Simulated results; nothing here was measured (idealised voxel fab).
You're looking at the process module voxel double patterning.
Section shown: cut. Width: 180 nm. Cell size: 5 nm, square.
Format of a cross-section: grid, square cells. Given as bands. Order: top down. Band: one or more rows of cells.
Look at the band entry: it leads with the top's height and the bottom's height in nm. Then it lists the materials left to right, with a width in nm for each. The word "everywhere" on a single material says that material fills the band edge to edge. The word "air" is empty space.
Heights are measured from 0, the level below which the as-received wafer is all one material; the lowest band has no bottom and continues downward, written as in "from 0 down".
It should be noted that a width expressed as "30->40" varies in equal increments from row to row of cells within the band, taking the value of the first number at the top row and that of the second number at the bottom row.
"remains unaltered" -> step changed no cross-section cell.
Empty spaces without an open route to the top, at least 8 cells in extent, make up the entry "Closed internal voids"; each is given as width x height at distance, where the distance is measured from the left edge, and all are in nm.
Step line, after settings: the simulator's comment on this step.
overlay nm, on a step with a mask: how far to the right of its planned place the mask lay; to the left if negative

The process steps that were planned are listed below
1,RECEIVE, material Si
2,CONFORMAL_DEP, material SiO2, thk nm 10
3,DIRECTIONAL_DEP, material polySi, thk nm 10
4,DIRECTIONAL_DEP, material SiCN, thk nm 5
5,MASKED_ETCH, tone open, mask id FIRST, width nm 15, pitch nm 50, etch materials SiCN, depth nm 5, overlay nm 0
6,MASKED_ETCH, tone open, mask id SECOND, width nm 15, etch materials SiCN, depth nm 5, overlay nm 0
7,DIRECTIONAL_ETCH, etch materials polySi, depth nm 10
8,STRIP, etch materials SiCN

Account of the first of two wafers, which was processed as intended

This is the cross-section of the wafer as we received it, i.e. after step 1
from 0 down = Si everywhere
Closed internal voids: none

Upon completion of step 2, the wafer appears in cross-section as shown
from 10 to 0 = SiO2 everywhere
Anything lower than 0 is untouched.

Upon completion of step 3, the wafer appears in cross-section as shown
from 20 to 10 = polySi everywhere
Anything lower than 10 is untouched.

Upon completion of step 4, the wafer appears in cross-section as shown
from 25 to 20 = SiCN everywhere
Anything lower than 20 is untouched.

Upon completion of step 5, the wafer appears in cross-section as shown
from 25 to 20 = SiCN: 55 | air: 15 | SiCN: 35 | air: 15 | SiCN: 60
Anything lower than 20 is untouched.

Upon completion of step 6, the wafer appears in cross-section as shown
from 25 to 20 = SiCN: 55 | air: 15 | SiCN: 10 | air: 15 | SiCN: 10 | air: 15 | SiCN: 60
Anything lower than 20 is untouched.

Upon completion of step 7, the wafer appears in cross-section as shown
from 25 to 20 = SiCN: 55 | air: 15 | SiCN: 10 | air: 15 | SiCN: 10 | air: 15 | SiCN: 60
from 20 to 10 = polySi: 55 | air: 15 | polySi: 10 | air: 15 | polySi: 10 | air: 15 | polySi: 60
Anything lower than 10 is untouched.

Upon completion of step 8, the wafer appears in cross-section as shown
from 20 to 10 = polySi: 55 | air: 15 | polySi: 10 | air: 15 | polySi: 10 | air: 15 | polySi: 60
Anything lower than 10 is untouched.

The second wafer began exactly as the first did and followed the same plan, but one mistake was made while running it; through step 1 inclusive, the two wafers are identical

Cross-section, second wafer, at the end time the plan gives for step 2
from 10 to 0 = polySi everywhere
Anything lower than 0 is untouched.

Cross-section, second wafer, at the end time the plan gives for step 3
from 20 to 10 = SiO2 everywhere
Anything lower than 10 is untouched.

Cross-section, second wafer, at the end time the plan gives for step 4
from 25 to 20 = SiCN everywhere
Anything lower than 20 is untouched.

Cross-section, second wafer, at the end time the plan gives for step 5
from 25 to 20 = SiCN: 55 | air: 15 | SiCN: 35 | air: 15 | SiCN: 60
Anything lower than 20 is untouched.

Cross-section, second wafer, at the end time the plan gives for step 6
from 25 to 20 = SiCN: 55 | air: 15 | SiCN: 10 | air: 15 | SiCN: 10 | air: 15 | SiCN: 60
Anything lower than 20 is untouched.

Cross-section, second wafer, at the end time the plan gives for step 7: remains unaltered

Cross-section, second wafer, at the end time the plan gives for step 8
from 20 to 10 = SiO2 everywhere
Anything lower than 10 is untouched.
Where did the run depart from the plan? steps 2 and 3 of the plan were each performed in the slot designated for the other
Per the end-of-run cell counts, the second wafer holds more or fewer of some materials than the first: polySi +18
